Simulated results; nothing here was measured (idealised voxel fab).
process module | voxel spacer lines
cross-section cut | 195 nm wide | cells 5 nm
A cross-section is a grid of square cells, given in bands from the top down. A band is one or more rows of cells.
Each band's line starts with the height of the band's top and of its bottom, in nm. Then come its materials from left to right, each with its width in nm. One material with "throughout" fills the band from edge to edge. "air" is empty space.
Height 0 is the level under which the wafer as received is all one material. The lowest band goes on downwards, as in "0 down".
A width such as "30 to 40" changes by the same amount from each row of cells to the next, from the band's top row to its bottom row.
"no change" after a step means that no cell of the cross-section changed.
closed voids: empty space of 8 cells or more with no open way to the top, each as width x height at its distance from the left edge, in nm
after a step's settings: what the simulator itself notes on the step
overlay nm, on a step with a mask: how far to the right of its planned place the mask lay; to the left if negative
plan
1 op RECEIVE | material Si
2 op CONFORMAL_DEP | material SiO2 | thk nm 10
3 op DIRECTIONAL_DEP | material polySi | thk nm 10
4 op DIRECTIONAL_DEP | material aC | thk nm 30
5 op PATTERN | tone cover | mask id MANDREL | material resist | width nm 25 | pitch nm 70 | thk nm 35 | overlay nm 0
6 op DIRECTIONAL_ETCH | etch materials aC | depth nm 30
7 op STRIP | etch materials resist
8 op CONFORMAL_DEP | material SiN | thk nm 10
9 op DIRECTIONAL_ETCH | etch materials SiN | depth nm 10
10 op STRIP | etch materials aC
11 op DIRECTIONAL_ETCH | etch materials polySi | depth nm 10
12 op STRIP | etch materials SiN
first wafer, as planned
as received, after step 1
  0 down: Si throughout
  closed voids: none
after step 2
  10 to 0: SiO2 throughout
  below 0: unchanged
after step 3
  20 to 10: polySi throughout
  below 10: unchanged
after step 4
  50 to 20: aC throughout
  below 20: unchanged
after step 5
  85 to 50: air 15 | resist 25 | air 45 | resist 25 | air 45 | resist 25 | air 15
  below 50: unchanged
after step 6
  55 to 50: air 15 | resist 25 | air 45 | resist 25 | air 45 | resist 25 | air 15
  50 to 20: air 15 | aC 25 | air 45 | aC 25 | air 45 | aC 25 | air 15
  below 20: unchanged
after step 7
  50 to 20: air 15 | aC 25 | air 45 | aC 25 | air 45 | aC 25 | air 15
  below 20: unchanged
after step 8
  60 to 50: air 5 | SiN 45 | air 25 | SiN 45 | air 25 | SiN 45 | air 5
  50 to 30: air 5 | SiN 10 | aC 25 | SiN 10 | air 25 | SiN 10 | aC 25 | SiN 10 | air 25 | SiN 10 | aC 25 | SiN 10 | air 5
  30 to 20: SiN 15 | aC 25 | SiN 45 | aC 25 | SiN 45 | aC 25 | SiN 15
  below 20: unchanged
after step 9
  50 to 20: air 5 | SiN 10 | aC 25 | SiN 10 | air 25 | SiN 10 | aC 25 | SiN 10 | air 25 | SiN 10 | aC 25 | SiN 10 | air 5
  below 20: unchanged
after step 10
  50 to 20: air 5 | SiN 10 | air 25 | SiN 10 | air 25 | SiN 10 | air 25 | SiN 10 | air 25 | SiN 10 | air 25 | SiN 10 | air 5
  below 20: unchanged
after step 11
  50 to 20: air 5 | SiN 10 | air 25 | SiN 10 | air 25 | SiN 10 | air 25 | SiN 10 | air 25 | SiN 10 | air 25 | SiN 10 | air 5
  20 to 10: air 5 | polySi 10 | air 25 | polySi 10 | air 25 | polySi 10 | air 25 | polySi 10 | air 25 | polySi 10 | air 25 | polySi 10 | air 5
  below 10: unchanged
after step 12
  20 to 10: air 5 | polySi 10 | air 25 | polySi 10 | air 25 | polySi 10 | air 25 | polySi 10 | air 25 | polySi 10 | air 25 | polySi 10 | air 5
  below 10: unchanged
second wafer: like start, like plan, one mistake. Through step 1 it matches the first wafer
when step 2 should have ended: no change
when step 3 should have ended
  10 to 0: polySi throughout
  below 0: unchanged
when step 4 should have ended
  40 to 10: aC throughout
  below 10: unchanged
when step 5 should have ended
  75 to 40: air 15 | resist 25 | air 45 | resist 25 | air 45 | resist 25 | air 15
  below 40: unchanged
when step 6 should have ended
  45 to 40: air 15 | resist 25 | air 45 | resist 25 | air 45 | resist 25 | air 15
  40 to 10: air 15 | aC 25 | air 45 | aC 25 | air 45 | aC 25 | air 15
  below 10: unchanged
when step 7 should have ended
  40 to 10: air 15 | aC 25 | air 45 | aC 25 | air 45 | aC 25 | air 15
  below 10: unchanged
when step 8 should have ended
  50 to 40: air 5 | SiN 45 | air 25 | SiN 45 | air 25 | SiN 45 | air 5
  40 to 20: air 5 | SiN 10 | aC 25 | SiN 10 | air 25 | SiN 10 | aC 25 | SiN 10 | air 25 | SiN 10 | aC 25 | SiN 10 | air 5
  20 to 10: SiN 15 | aC 25 | SiN 45 | aC 25 | SiN 45 | aC 25 | SiN 15
  below 10: unchanged
when step 9 should have ended
  40 to 10: air 5 | SiN 10 | aC 25 | SiN 10 | air 25 | SiN 10 | aC 25 | SiN 10 | air 25 | SiN 10 | aC 25 | SiN 10 | air 5
  below 10: unchanged
when step 10 should have ended
  40 to 10: air 5 | SiN 10 | air 25 | SiN 10 | air 25 | SiN 10 | air 25 | SiN 10 | air 25 | SiN 10 | air 25 | SiN 10 | air 5
  below 10: unchanged
when step 11 should have ended
  40 to 10: air 5 | SiN 10 | air 25 | SiN 10 | air 25 | SiN 10 | air 25 | SiN 10 | air 25 | SiN 10 | air 25 | SiN 10 | air 5
  10 to 0: air 5 | polySi 10 | air 25 | polySi 10 | air 25 | polySi 10 | air 25 | polySi 10 | air 25 | polySi 10 | air 25 | polySi 10 | air 5
  below 0: unchanged
when step 12 should have ended
  10 to 0: air 5 | polySi 10 | air 25 | polySi 10 | air 25 | polySi 10 | air 25 | polySi 10 | air 25 | polySi 10 | air 25 | polySi 10 | air 5
  below 0: unchanged
what went wrong: step 2 was left out
at the end the second wafer has, in cells: 78 fewer of SiO2
